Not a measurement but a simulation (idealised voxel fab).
process module | voxel self aligned contacts
cross-section cut | 220 nm wide | cells 5 nm
A cross-section is a grid of square cells, given in bands from the top down. A band is one or more rows of cells.
Each band's line starts with the height of the band's top and of its bottom, in nm. Then come its materials from left to right, each with its width in nm. One material with "throughout" fills the band from edge to edge. "air" is empty space.
Height 0 is the level under which the wafer as received is all one material. The lowest band goes on downwards, as in "0 down".
A width such as "30 to 40" changes by the same amount from each row of cells to the next, from the band's top row to its bottom row.
"no change" after a step means that no cell of the cross-section changed.
closed voids: empty space of 8 cells or more with no open way to the top, each as width x height at its distance from the left edge, in nm
after a step's settings: what the simulator itself notes on the step
overlay nm, on a step with a mask: how far to the right of its planned place the mask lay; to the left if negative
plan
1 op RECEIVE | material Si
2 op OXIDIZE | depth nm 5
3 op DIRECTIONAL_DEP | material polySi | thk nm 30
4 op DIRECTIONAL_DEP | material SiN | thk nm 25
5 op PATTERN | tone cover | mask id GATE | material resist | width nm 30 | pitch nm 70 | thk nm 15 | overlay nm 0
6 op DIRECTIONAL_ETCH | etch materials SiN | depth nm 25
7 op DIRECTIONAL_ETCH | etch materials polySi | depth nm 30
8 op STRIP | etch materials resist
9 op CONFORMAL_DEP | material SiN | thk nm 10
10 op DIRECTIONAL_ETCH | etch materials SiN | depth nm 10
11 op FILL_DEP | material SiO2 | thk nm 15
12 op CMP | height nm 60
13 op PATTERN | tone open | mask id CONTACT | material resist | width nm 50 | pitch nm 70 | thk nm 15 | overlay nm 0
14 op DIRECTIONAL_ETCH | etch materials SiO2 | depth nm 65
15 op STRIP | etch materials resist
16 op CONFORMAL_DEP | material TiN | thk nm 5
17 op FILL_DEP | material W | thk nm 10
18 op CMP | height nm 60
19 op CONFORMAL_DEP | material SiN | thk nm 5
as received, after step 1
  0 down: Si throughout
  closed voids: none
a wafer at the end: this start, this plan, one mistake
  65 to 60: SiN throughout
  60 to 55: SiO2 50 | TiN 50 | SiO2 20 | TiN 50 | SiO2 50
  55 to 30: W throughout
  30 to 0: polySi throughout
  0 to -5: SiO2 throughout
  -5 down: Si throughout
  closed voids: none
what went wrong: step 4 ran as: op DIRECTIONAL_DEP | material W | thk nm 25
